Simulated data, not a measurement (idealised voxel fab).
You're looking at the process module voxel transistor to metal.
Each square cell in cross-section cut measures 5 nm, and the section as a whole is 150 nm wide.
The cross-sections in this document take the form of a grid made of square cells. They are written out as bands, in order from top to bottom. Each band consists of one or more rows of cells. Band: top and bottom heights (nm) first, top before bottom; then materials from left to right, widths in nm. "full width" marks a sole material filling the band edge to edge. "blank" denotes empty space. Below 0: as-received wafer, all one material; heights counted from there. Lowest band: no bottom, goes on down, written "top 0, no bottom". The expression "30 to 40" gives the width at the extremes of the band, the first number at its top row of cells and the second at its bottom row, with the width changing by equal amounts from each row to the next in between. Step marked "no change"? Then no cell in the cross-section changed in it. Voids not open to the top, 8 cells minimum: see "Closed empty spaces". Written width x height at distance; distance is from the left edge; nm. Where a step's line continues beyond its settings, the continuation is a remark by the simulator itself on that step. When a step includes a mask, the "overlay nm" setting on its line states how far to the right of its planned place that mask lay, and negative values state how far to the left.

[Set out below are the planned steps of the process]
1. RECEIVE [material Si]
2. CONFORMAL_DEP [material SiO2] [thk nm 5]
3. CONFORMAL_DEP [material SiN] [thk nm 15]
4. DIRECTIONAL_DEP [material aC] [thk nm 10]
5. PATTERN [tone cover] [mask id ACTIVE] [material resist] [width nm 105] [thk nm 30] [overlay nm 0]
6. DIRECTIONAL_ETCH [etch materials aC] [depth nm 10]
7. STRIP [etch materials resist]
8. DIRECTIONAL_ETCH [etch materials SiN] [depth nm 15]
9. DIRECTIONAL_ETCH [etch materials SiO2] [depth nm 5]
10. DIRECTIONAL_ETCH [etch materials Si] [depth nm 35]
11. STRIP [etch materials aC]
12. OXIDIZE [depth nm 5]
13. FILL_DEP [material SiO2] [thk nm 5]
14. CMP [height nm 20]
15. SELECTIVE_ETCH [etch materials SiO2] [depth nm 5]
16. STRIP [etch materials SiN]
17. SELECTIVE_ETCH [etch materials SiO2] [depth nm 5]
18. OXIDIZE [depth nm 5]
19. DIRECTIONAL_DEP [material polySi] [thk nm 20]
20. DIRECTIONAL_DEP [material SiCN] [thk nm 15]
21. MASKED_ETCH [tone cover] [mask id GATE] [width nm 25] [etch materials SiCN] [depth nm 25] [overlay nm 0]
22. MASKED_ETCH [tone cover] [mask id GATE] [width nm 25] [etch materials polySi] [depth nm 30] [overlay nm 0]
23. CONFORMAL_DEP [material SiO2] [thk nm 5]
24. DIRECTIONAL_ETCH [etch materials SiO2] [depth nm 5]
25. CONFORMAL_DEP [material SiN] [thk nm 5]
26. DIRECTIONAL_ETCH [etch materials SiN] [depth nm 5]
27. DIRECTIONAL_ETCH [etch materials SiO2] [depth nm 5]
28. DIRECTIONAL_ETCH [etch materials Si] [depth nm 10]
29. EPI [material pSi] [thk nm 15]
30. FILL_DEP [material SiO2] [thk nm 10]
31. CMP [height nm 35]
32. DIRECTIONAL_DEP [material SiO2] [thk nm 10]
33. PATTERN [tone open] [mask id CONTACT] [material resist] [width nm 30] [pitch nm 65] [thk nm 15] [overlay nm 0]
34. DIRECTIONAL_ETCH [etch materials SiO2] [depth nm 45]
35. STRIP [etch materials resist]
36. CONFORMAL_DEP [material TiN] [thk nm 5]
37. FILL_DEP [material W] [thk nm 5]
38. CMP [height nm 45]
39. DIRECTIONAL_DEP [material TiN] [thk nm 5]
40. DIRECTIONAL_DEP [material W] [thk nm 15]
41. PATTERN [tone cover] [mask id METAL_1] [material resist] [width nm 20] [pitch nm 75] [thk nm 20] [overlay nm 0]
42. DIRECTIONAL_ETCH [etch materials W] [depth nm 15]
43. DIRECTIONAL_ETCH [etch materials TiN] [depth nm 5]
44. STRIP [etch materials resist]
45. FILL_DEP [material lowk] [thk nm 10]
46. CMP [height nm 65]
47. CONFORMAL_DEP [material SiCN] [thk nm 5]

[Incoming wafer in cross-section (state: after step 1)]
* top 0, no bottom = Si full width
* Closed empty spaces: none

[Wafer cross-section at end of module: start and plan as shown above, one execution error]
* top 70, bottom 65 = SiCN full width
* top 65, bottom 50 = lowk=25  W=20  lowk=55  W=20  lowk=30
* top 50, bottom 45 = lowk=25  TiN=20  lowk=55  TiN=20  lowk=30
* top 45, bottom 35 = SiO2=25  TiN=5  W=20 to 15  TiN=5 to 10  SiO2=35  TiN=5 to 10  W=20 to 15  TiN=5  SiO2=30
* top 35, bottom 25 = SiO2=25  TiN=5  W=15  TiN=5  SiN=5  SiO2=5  SiCN=25  SiO2=5  SiN=5  TiN=5  W=15  TiN=5  SiO2=30
* top 25, bottom 20 = SiO2=25  TiN=25  SiN=5  SiO2=5  SiCN=25  SiO2=5  SiN=5  TiN=25  SiO2=30
* top 20, bottom 10 = SiO2=25  pSi=25  SiN=5  SiO2=5  polySi=25  SiO2=5  SiN=5  pSi=25  SiO2=30
* top 10, bottom 0 = SiO2=20  SiN=5  pSi=25  SiN=5  SiO2=5  polySi=25  SiO2=5  SiN=5  pSi=25  SiN=5  SiO2=25
* top 0, bottom -5 = SiO2=25  pSi=25  SiO2=45  pSi=25  SiO2=30
* top -5, bottom -15 = SiO2=25  pSi=25  Si=45  pSi=25  SiO2=30
* top -15, bottom -40 = SiO2=25  Si=95  SiO2=30
* top -40, no bottom = Si full width
* Closed empty spaces: none
Deviation from plan: step 29 went in with a setting other than planned; the actual run was EPI [material pSi] [thk nm 25]
